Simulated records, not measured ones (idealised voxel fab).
Module name: voxel plated lines (process module)
Square cell edge 5 nm, section width 225 nm, ID cut.
Format of a cross-section: grid, square cells. Given as bands. Order: top down. Band: one or more rows of cells. Each band's line starts with the height of the band's top and of its bottom, in nm. Then come its materials from left to right, each with its width in nm. One material with "everywhere" fills the band from edge to edge. "blank" is empty space. Beneath 0, the wafer as received is one material, and that level is where height counting begins. The lowest band goes on downward without a bottom; it is written like "0 and below". The two numbers in a width such as "30->40" mark its ends across the band: the first belongs to the top row of cells, the second to the bottom row, and from each row to the next the width moves by the same amount. "identical to before", as given for a step, is the statement that not any cell of the cross-section underwent a change during that step. Heads up: "Sealed internal cavities" only lists the empty pockets with no open path to the top that are 8 cells or more, and it writes them as width x height at distance, distance from the left edge, in nm. Whatever follows a step's settings on its line is a remark the simulator itself makes about that step. For masked steps, "overlay nm" on the step line gives how far right of plan the mask actually lay; a minus sign means it lay to the left.
### So here's the lineup of process steps we planned
1. RECEIVE | material Si
2. CONFORMAL_DEP | material Al2O3 | thk nm 5
3. DIRECTIONAL_DEP | material TiN | thk nm 5
4. PATTERN | tone open | mask id LINES | material resist | width nm 20 | pitch nm 35 | thk nm 40 | overlay nm 0
5. EPI | material Ru | thk nm 5
6. EPI | material Ru | thk nm 10
7. EPI | material Ru | thk nm 5
8. STRIP | etch materials resist
9. DIRECTIONAL_ETCH | etch materials TiN | depth nm 5
10. CONFORMAL_DEP | material SiN | thk nm 5
### Cross-sectional view of the wafer in its as-received condition, corresponding to the state after step 1
    0 and below = Si everywhere
    Sealed internal cavities: none
### Module complete - cross-section of the first of two wafers, run according to plan
    35 down to 30 = blank 45 nm  SiN 30 nm  blank 5 nm  SiN 30 nm  blank 5 nm  SiN 30 nm  blank 5 nm  SiN 30 nm  blank 45 nm
    30 down to 10 = blank 45 nm  SiN 5 nm  Ru 20 nm  SiN 5 nm  blank 5 nm  SiN 5 nm  Ru 20 nm  SiN 5 nm  blank 5 nm  SiN 5 nm  Ru 20 nm  SiN 5 nm  blank 5 nm  SiN 5 nm  Ru 20 nm  SiN 5 nm  blank 45 nm
    10 down to 5 = SiN 50 nm  TiN 20 nm  SiN 15 nm  TiN 20 nm  SiN 15 nm  TiN 20 nm  SiN 15 nm  TiN 20 nm  SiN 50 nm
    5 down to 0 = Al2O3 everywhere
    0 and below = Si everywhere
    Sealed internal cavities: none
### So this is wafer number two of the two, cut at the end of the module - it started where the first did and had the same plan, we just got one thing wrong running it
    35 down to 30 = blank 45 nm  Al2O3 30 nm  blank 5 nm  Al2O3 30 nm  blank 5 nm  Al2O3 30 nm  blank 5 nm  Al2O3 30 nm  blank 45 nm
    30 down to 10 = blank 45 nm  Al2O3 5 nm  Ru 20 nm  Al2O3 5 nm  blank 5 nm  Al2O3 5 nm  Ru 20 nm  Al2O3 5 nm  blank 5 nm  Al2O3 5 nm  Ru 20 nm  Al2O3 5 nm  blank 5 nm  Al2O3 5 nm  Ru 20 nm  Al2O3 5 nm  blank 45 nm
    10 down to 5 = Al2O3 50 nm  TiN 20 nm  Al2O3 15 nm  TiN 20 nm  Al2O3 15 nm  TiN 20 nm  Al2O3 15 nm  TiN 20 nm  Al2O3 50 nm
    5 down to 0 = Al2O3 everywhere
    0 and below = Si everywhere
    Sealed internal cavities: none
Where did the run depart from the plan? off-plan run, step 10, actual operation and settings CONFORMAL_DEP | material Al2O3 | thk nm 5
Bottom line after processing is that, in cells, the second wafer is up or down on some materials versus the first: +85 Al2O3; -85 SiN
